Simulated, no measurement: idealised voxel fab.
Name of the process module below: voxel double patterning
Square cell edge 5 nm, section width 230 nm, ID cut.
In what follows, cross-sections appear as grids of square cells, described through bands that run from the top down, where every band is one or more rows of cells.
Top, bottom (nm), then materials left to right with widths (nm); lone material tagged "full width" fills the whole band edge to edge; "blank" = empty space.
Where do heights start? At 0: under that level the wafer as delivered is made of one material only. And the lowest band has no floor; it just carries on downward, as in "0 and below".
Width: "30->40" (first number = top row, second number = bottom row, same change from row to row of cells).
"no alteration" (step): cross-section cells unchanged, all of them.
Empty spaces counting at least 8 cells and having no open way to the top are listed in "Sealed void list". The notation width x height at distance is used for each, the distance being from the left edge and all three values in nm.
Heads up: the bit after the settings on a step's line is the simulator's remark on that step.
overlay nm: on a step with a mask, how far right of its planned place the mask lay; negative means left.

The process steps that were planned are listed below
| 1 | RECEIVE, material Si |
| 2 | CONFORMAL_DEP, material SiO2, thk nm 5 |
| 3 | DIRECTIONAL_DEP, material W, thk nm 20 |
| 4 | DIRECTIONAL_DEP, material SiCN, thk nm 10 |
| 5 | DIRECTIONAL_DEP, material aC, thk nm 10 |
| 6 | PATTERN, tone open, mask id FIRST, material resist, width nm 15, pitch nm 50, thk nm 25, overlay nm 0 |
| 7 | DIRECTIONAL_ETCH, etch materials aC, depth nm 10 |
| 8 | STRIP, etch materials resist |
| 9 | DIRECTIONAL_ETCH, etch materials SiCN, depth nm 10 |
| 10 | STRIP, etch materials aC |
| 11 | MASKED_ETCH, tone open, mask id SECOND, width nm 15, pitch nm 50, etch materials SiCN, depth nm 10, overlay nm 0 |
| 12 | DIRECTIONAL_ETCH, etch materials W, depth nm 20 |
| 13 | STRIP, etch materials SiCN |

This is the cross-section of the wafer as we received it, i.e. after step 1
	0 and below = Si full width
	Sealed void list: none

The following cross-section depicts the wafer upon conclusion of the module. Processing commenced from the starting condition illustrated above and adhered to the plan illustrated above, save for one mistake in execution
	25 down to 15 = 55 W / 15 blank / 10 W / 15 blank / 10 W / 15 blank / 10 W / 15 blank / 10 W / 15 blank / 60 W
	15 down to 5 = W full width
	5 down to 0 = SiO2 full width
	0 and below = Si full width
	Sealed void list: none
Against the plan, the run slipped here: it should be noted that step 12 was executed with settings other than those planned, the operation and settings actually applied being DIRECTIONAL_ETCH, etch materials W, depth nm 10
